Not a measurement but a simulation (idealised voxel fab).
Process module name: voxel transistor to metal
Cross-sectional view cut (width: 265 nm; square cell size: 5 nm).
Notation: cross-section as square-cell grid; stated in bands, top first, going down; one or more cell rows per band.
Band: top height; bottom height; in nm. Then, left to right: material with width in nm, for each material. "throughout": a single material spanning edge to edge. "air": empty space.
Measure heights from 0. That's the level where, below it, the as-received wafer is all one material. The lowest band is bottomless and extends downward; write it as in "from 0 down".
A width given as "30 to 40" starts at the first number in the band's top row and ends at the second number in its bottom row, shifting by an equal amount at every step from row to row.
You'll sometimes find "no change" written for a step, and that's the way of saying that nowhere in the cross-section did a cell change during that step.
"Fully enclosed voids" means: voids of 8 cells or more that are shut off from the top with no open way through. Written width x height at distance, distance from the left edge, in nm.
It should be noted that, on the line of a given step, the content following the step's settings is a remark produced by the simulator itself with respect to that step.
Among the settings permitted on a step's line is "overlay nm"; applied to a step with a mask, it specifies the extent to which the mask lay to the right of its planned position, whereas a negative figure signifies a position to the left.

-- Steps planned for the process
- 1: RECEIVE (material Si)
- 2: OXIDIZE (depth nm 5)
- 3: CONFORMAL_DEP (material SiN; thk nm 15)
- 4: PATTERN (tone cover; mask id ACTIVE; material resist; width nm 105; pitch nm 130; thk nm 20; overlay nm 0)
- 5: DIRECTIONAL_ETCH (etch materials SiN; depth nm 15)
- 6: DIRECTIONAL_ETCH (etch materials SiO2; depth nm 5)
- 7: DIRECTIONAL_ETCH (etch materials Si; depth nm 25)
- 8: STRIP (etch materials resist)
- 9: OXIDIZE (depth nm 5)
- 10: FILL_DEP (material SiO2; thk nm 15)
- 11: CMP (height nm 15)
- 12: SELECTIVE_ETCH (etch materials SiO2; depth nm 10)
- 13: STRIP (etch materials SiN)
- 14: SELECTIVE_ETCH (etch materials SiO2; depth nm 5)
- 15: OXIDIZE (depth nm 5)
- 16: DIRECTIONAL_DEP (material polySi; thk nm 25)
- 17: DIRECTIONAL_DEP (material SiCN; thk nm 10)
- 18: MASKED_ETCH (tone cover; mask id GATE; width nm 25; pitch nm 130; etch materials SiCN; depth nm 20; overlay nm 0)
- 19: MASKED_ETCH (tone cover; mask id GATE; width nm 25; pitch nm 130; etch materials polySi; depth nm 35; overlay nm 0)
- 20: CONFORMAL_DEP (material SiN; thk nm 5)
- 21: DIRECTIONAL_ETCH (etch materials SiN; depth nm 5)
- 22: DIRECTIONAL_ETCH (etch materials SiO2; depth nm 5)
- 23: EPI (material nSi; thk nm 5)
- 24: FILL_DEP (material SiO2; thk nm 5)
- 25: CMP (height nm 30)
- 26: DIRECTIONAL_DEP (material SiO2; thk nm 10)
- 27: MASKED_ETCH (tone open; mask id CONTACT; width nm 15; etch materials SiO2; depth nm 45; overlay nm 0)
- 28: CONFORMAL_DEP (material TiN; thk nm 5)
- 29: FILL_DEP (material Ru; thk nm 10)
- 30: CMP (height nm 40)
- 31: CONFORMAL_DEP (material SiN; thk nm 5)
- 32: DIRECTIONAL_DEP (material SiO2; thk nm 25)
- 33: MASKED_ETCH (tone open; mask id METAL_1; width nm 15; etch materials SiO2; depth nm 25; overlay nm 0)
- 34: MASKED_ETCH (tone open; mask id METAL_1; width nm 15; etch materials SiN; depth nm 5; overlay nm 0)
- 35: CONFORMAL_DEP (material TiN; thk nm 5)
- 36: FILL_DEP (material Ru; thk nm 10)
- 37: CMP (height nm 70)
- 38: EPI (material Ru; thk nm 5)
- 39: FILL_DEP (material SiCN; thk nm 5)

-- Incoming wafer, cross-sectional view, post step 1
    from 0 down  Si throughout
    Fully enclosed voids: none

-- What the wafer looks like in cross-section after this module, when it starts as shown above and follows the plan above but one mistake is made in running it
    from 80 to 75  SiCN throughout
    from 75 to 70  SiCN: 20 | Ru: 25 | SiCN: 45 | Ru: 25 | SiCN: 35 | Ru: 25 | SiCN: 45 | Ru: 25 | SiCN: 20
    from 70 to 45  SiO2: 25 | TiN: 5 | Ru: 5 | TiN: 5 | SiO2: 55 | TiN: 5 | Ru: 5 | TiN: 5 | SiO2: 45 | TiN: 5 | Ru: 5 | TiN: 5 | SiO2: 55 | TiN: 5 | Ru: 5 | TiN: 5 | SiO2: 25
    from 45 to 40  SiN: 25 | TiN: 15 | SiN: 55 | TiN: 15 | SiN: 45 | TiN: 15 | SiN: 55 | TiN: 15 | SiN: 25
    from 40 to 30  SiO2: 25 | TiN: 5 | Ru: 5 | TiN: 5 | SiO2: 55 | TiN: 5 | Ru: 5 | TiN: 5 | SiO2: 45 | TiN: 5 | Ru: 5 | TiN: 5 | SiO2: 55 | TiN: 5 | Ru: 5 | TiN: 5 | SiO2: 25
    from 30 to 20  SiO2: 25 | TiN: 5 | Ru: 5 | TiN: 5 | SiN: 15 | SiCN: 25 | SiN: 15 | TiN: 5 | Ru: 5 | TiN: 5 | SiO2: 45 | TiN: 5 | Ru: 5 | TiN: 5 | SiN: 15 | SiCN: 25 | SiN: 15 | TiN: 5 | Ru: 5 | TiN: 5 | SiO2: 25
    from 20 to 10  SiO2: 25 | TiN: 5 | Ru: 5 | TiN: 5 | SiN: 15 | polySi: 25 | SiN: 15 | TiN: 5 | Ru: 5 | TiN: 5 | SiO2: 45 | TiN: 5 | Ru: 5 | TiN: 5 | SiN: 15 | polySi: 25 | SiN: 15 | TiN: 5 | Ru: 5 | TiN: 5 | SiO2: 25
    from 10 to 5  SiN: 25 | TiN: 15 | SiN: 15 | polySi: 25 | SiN: 15 | TiN: 15 | SiN: 45 | TiN: 15 | SiN: 15 | polySi: 25 | SiN: 15 | TiN: 15 | SiN: 25
    from 5 to 0  SiN: 55 | polySi: 25 | SiN: 105 | polySi: 25 | SiN: 55
    from 0 to -5  SiO2: 10 | SiN: 45 | polySi: 25 | SiN: 45 | SiO2: 15 | SiN: 45 | polySi: 25 | SiN: 45 | SiO2: 10
    from -5 to -10  SiO2 throughout
    from -10 to -35  SiO2: 20 | Si: 95 | SiO2: 35 | Si: 95 | SiO2: 20
    from -35 down  Si throughout
    Fully enclosed voids: none
Plan not followed: step 20: run off-plan, actual operation and settings CONFORMAL_DEP (material SiN; thk nm 15)
